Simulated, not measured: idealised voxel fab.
This section sets out a process module, namely voxel self aligned contacts.
We display cut, a cross-section 300 nm in width whose square cells are each 5 nm.
Throughout this document, each cross-section is represented as a grid of square cells and is presented as a sequence of bands enumerated from the top downward, where a band comprises one or more rows of cells.
Read a band's entry like this: the first values are the height of its top and the height of its bottom in nm, and what follows is the sequence of materials from left to right, each with its width in nm. Note that "air" is empty space, and that a single material marked "everywhere" reaches across the band from edge to edge.
Heights are expressed relative to 0, this being the level below which the as-received wafer comprises one material exclusively. The lowest band is unbounded in the downward direction and is denoted as in "0 and below".
Top row gets the first number, bottom row gets the second, and each row in between changes by the same step: that is how a band width like "30 to 40" works.
Step marked "same as before"? Then no cell in the cross-section changed in it.
Voids not open to the top, 8 cells minimum: see "Listed closed voids". Written width x height at distance; distance is from the left edge; nm.
Where a step's line continues beyond its settings, the continuation is a remark by the simulator itself on that step.
"overlay nm" on a masked step: distance the mask lay right of its planned place, negative for left.

**These are the steps we planned for the process**
1) RECEIVE,material Si
2) CONFORMAL_DEP,material SiO2,thk nm 5
3) DIRECTIONAL_DEP,material polySi,thk nm 20
4) DIRECTIONAL_DEP,material SiN,thk nm 20
5) MASKED_ETCH,tone cover,mask id GATE,width nm 35,pitch nm 60,etch materials SiN,depth nm 20,overlay nm 0
6) MASKED_ETCH,tone cover,mask id GATE,width nm 35,pitch nm 60,etch materials polySi,depth nm 20,overlay nm 0
7) CONFORMAL_DEP,material SiN,thk nm 5
8) DIRECTIONAL_ETCH,etch materials SiN,depth nm 5
9) FILL_DEP,material SiO2,thk nm 15
10) CMP,height nm 50
11) PATTERN,tone open,mask id CONTACT,material resist,width nm 45,thk nm 15,overlay nm 0
12) DIRECTIONAL_ETCH,etch materials SiO2,depth nm 50
13) STRIP,etch materials resist
14) CONFORMAL_DEP,material TiN,thk nm 5
15) FILL_DEP,material W,thk nm 10
16) CMP,height nm 50
17) CONFORMAL_DEP,material SiN,thk nm 5

**So this is the incoming wafer in cross-section - it's already been through step 1**
	0 and below = Si everywhere
	Listed closed voids: none

**Wafer at module end, in section. Began as above, planned as above, run with one mistake**
	55 down to 50 = SiN everywhere
	50 down to 45 = SiO2 95, then polySi 45, then TiN 5, then W 5, then TiN 5, then polySi 45, then SiO2 100
	45 down to 25 = SiO2 95, then polySi 5, then SiN 35, then polySi 5, then TiN 5, then W 5, then TiN 5, then polySi 5, then SiN 35, then polySi 5, then SiO2 100
	25 down to 15 = SiO2 95, then polySi 45, then TiN 5, then W 5, then TiN 5, then polySi 45, then SiO2 100
	15 down to 10 = SiO2 95, then polySi 45, then TiN 15, then polySi 45, then SiO2 100
	10 down to 5 = polySi everywhere
	5 down to 0 = SiO2 everywhere
	0 and below = Si everywhere
	Listed closed voids: none
Want to know what went wrong? note that step 7 departed from the planned setting and was carried out as CONFORMAL_DEP,material polySi,thk nm 5
